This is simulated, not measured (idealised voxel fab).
process module | voxel gate over fins
cross-section cut | 215 nm wide | cells 5 nm
A cross-section is a grid of square cells, given in bands from the top down. A band is one or more rows of cells.
Each band's line starts with the height of the band's top and of its bottom, in nm. Then come its materials from left to right, each with its width in nm. One material with "throughout" fills the band from edge to edge. "air" is empty space.
Height 0 is the level under which the wafer as received is all one material. The lowest band goes on downwards, as in "0 down".
A width such as "30 to 40" changes by the same amount from each row of cells to the next, from the band's top row to its bottom row.
"no change" after a step means that no cell of the cross-section changed.
closed voids: empty space of 8 cells or more with no open way to the top, each as width x height at its distance from the left edge, in nm
after a step's settings: what the simulator itself notes on the step
overlay nm, on a step with a mask: how far to the right of its planned place the mask lay; to the left if negative
plan
1 op RECEIVE | material Si
2 op CONFORMAL_DEP | material SiN | thk nm 10
3 op DIRECTIONAL_DEP | material aC | thk nm 10
4 op PATTERN | tone cover | mask id FINS | material resist | width nm 15 | pitch nm 45 | thk nm 25 | overlay nm 0
5 op DIRECTIONAL_ETCH | etch materials aC | depth nm 10
6 op STRIP | etch materials resist
7 op DIRECTIONAL_ETCH | etch materials SiN | depth nm 10
8 op DIRECTIONAL_ETCH | etch materials Si | depth nm 35
9 op STRIP | etch materials aC
10 op FILL_DEP | material SiO2 | thk nm 15
11 op CMP | height nm 10
12 op SELECTIVE_ETCH | etch materials SiO2 | depth nm 25
13 op STRIP | etch materials SiN
14 op CONFORMAL_DEP | material HfO2 | thk nm 5
15 op CONFORMAL_DEP | material TiN | thk nm 5
16 op FILL_DEP | material W | thk nm 10
17 op CMP | height nm 15
18 op CONFORMAL_DEP | material SiCN | thk nm 10
as received, after step 1
  0 down: Si throughout
  closed voids: none
first wafer at the end, as planned
  25 to 15: SiCN throughout
  15 to 10: W throughout
  10 to 5: W 45 | TiN 35 | W 10 | TiN 35 | W 10 | TiN 35 | W 45
  5 to 0: W 45 | TiN 5 | HfO2 25 | TiN 5 | W 10 | TiN 5 | HfO2 25 | TiN 5 | W 10 | TiN 5 | HfO2 25 | TiN 5 | W 45
  0 to -5: W 45 | TiN 5 | HfO2 5 | Si 15 | HfO2 5 | TiN 5 | W 10 | TiN 5 | HfO2 5 | Si 15 | HfO2 5 | TiN 5 | W 10 | TiN 5 | HfO2 5 | Si 15 | HfO2 5 | TiN 5 | W 45
  -5 to -10: TiN 50 | HfO2 5 | Si 15 | HfO2 5 | TiN 20 | HfO2 5 | Si 15 | HfO2 5 | TiN 20 | HfO2 5 | Si 15 | HfO2 5 | TiN 50
  -10 to -15: HfO2 55 | Si 15 | HfO2 30 | Si 15 | HfO2 30 | Si 15 | HfO2 55
  -15 to -35: SiO2 55 | Si 15 | SiO2 30 | Si 15 | SiO2 30 | Si 15 | SiO2 55
  -35 down: Si throughout
  closed voids: none
second wafer at the end: like start, like plan, one mistake
  25 to 15: SiCN throughout
  15 to 10: W throughout
  10 to 5: W 45 | SiN 35 | W 10 | SiN 35 | W 10 | SiN 35 | W 45
  5 to 0: W 45 | SiN 5 | HfO2 25 | SiN 5 | W 10 | SiN 5 | HfO2 25 | SiN 5 | W 10 | SiN 5 | HfO2 25 | SiN 5 | W 45
  0 to -5: W 45 | SiN 5 | HfO2 5 | Si 15 | HfO2 5 | SiN 5 | W 10 | SiN 5 | HfO2 5 | Si 15 | HfO2 5 | SiN 5 | W 10 | SiN 5 | HfO2 5 | Si 15 | HfO2 5 | SiN 5 | W 45
  -5 to -10: SiN 50 | HfO2 5 | Si 15 | HfO2 5 | SiN 20 | HfO2 5 | Si 15 | HfO2 5 | SiN 20 | HfO2 5 | Si 15 | HfO2 5 | SiN 50
  -10 to -15: HfO2 55 | Si 15 | HfO2 30 | Si 15 | HfO2 30 | Si 15 | HfO2 55
  -15 to -35: SiO2 55 | Si 15 | SiO2 30 | Si 15 | SiO2 30 | Si 15 | SiO2 55
  -35 down: Si throughout
  closed voids: none
what went wrong: step 15 ran as: op CONFORMAL_DEP | material SiN | thk nm 5
at the end the second wafer has, in cells: 61 more of SiN | 61 fewer of TiN
